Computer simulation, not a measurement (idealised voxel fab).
process module | voxel ribs on slabs
cross-section cut | 180 nm wide | cells 5 nm
A cross-section is a grid of square cells, given in bands from the top down. A band is one or more rows of cells.
Each band's line starts with the height of the band's top and of its bottom, in nm. Then come its materials from left to right, each with its width in nm. One material with "throughout" fills the band from edge to edge. "air" is empty space.
Height 0 is the level under which the wafer as received is all one material. The lowest band goes on downwards, as in "0 down".
A width such as "30 to 40" changes by the same amount from each row of cells to the next, from the band's top row to its bottom row.
"no change" after a step means that no cell of the cross-section changed.
closed voids: empty space of 8 cells or more with no open way to the top, each as width x height at its distance from the left edge, in nm
after a step's settings: what the simulator itself notes on the step
overlay nm, on a step with a mask: how far to the right of its planned place the mask lay; to the left if negative
plan
1 op RECEIVE | material Si
2 op DIRECTIONAL_DEP | material SiO2 | thk nm 30
3 op DIRECTIONAL_DEP | material SiN | thk nm 20
4 op DIRECTIONAL_DEP | material aC | thk nm 15
5 op PATTERN | tone cover | mask id RIB | material resist | width nm 25 | thk nm 30 | overlay nm 0
6 op DIRECTIONAL_ETCH | etch materials aC | depth nm 15
7 op STRIP | etch materials resist
8 op DIRECTIONAL_ETCH | etch materials SiN | depth nm 10
9 op STRIP | etch materials aC
10 op DIRECTIONAL_DEP | material aC | thk nm 15
11 op PATTERN | tone cover | mask id SLAB | material resist | width nm 65 | thk nm 30 | overlay nm 0
12 op DIRECTIONAL_ETCH | etch materials aC | depth nm 15
13 op STRIP | etch materials resist
14 op DIRECTIONAL_ETCH | etch materials SiN | depth nm 10
15 op STRIP | etch materials aC
16 op FILL_DEP | material SiO2 | thk nm 25
17 op CMP | height nm 65
18 op DIRECTIONAL_DEP | material W | thk nm 5
19 op PATTERN | tone cover | mask id HEATER | material resist | width nm 35 | thk nm 15 | overlay nm 0
20 op DIRECTIONAL_ETCH | etch materials W | depth nm 5
21 op STRIP | etch materials resist
22 op CONFORMAL_DEP | material SiO2 | thk nm 10
varied across the wafers: width nm of step 11. The plan shows the first wafer's value. All wafers start alike
first wafer as received, after step 1
  0 down: Si throughout
  closed voids: none
each wafer at the end: cells of each material gained (+) or lost (-) since it was received, then its closed voids
width nm 65 | +36 SiN | +508 SiO2 | +7 W | closed voids: none
width nm 70 | +38 SiN | +506 SiO2 | +7 W | closed voids: none
width nm 75 | +40 SiN | +504 SiO2 | +7 W | closed voids: none
width nm 80 | +42 SiN | +502 SiO2 | +7 W | closed voids: none
width nm 85 | +44 SiN | +500 SiO2 | +7 W | closed voids: none
width nm 90 | +46 SiN | +498 SiO2 | +7 W | closed voids: none
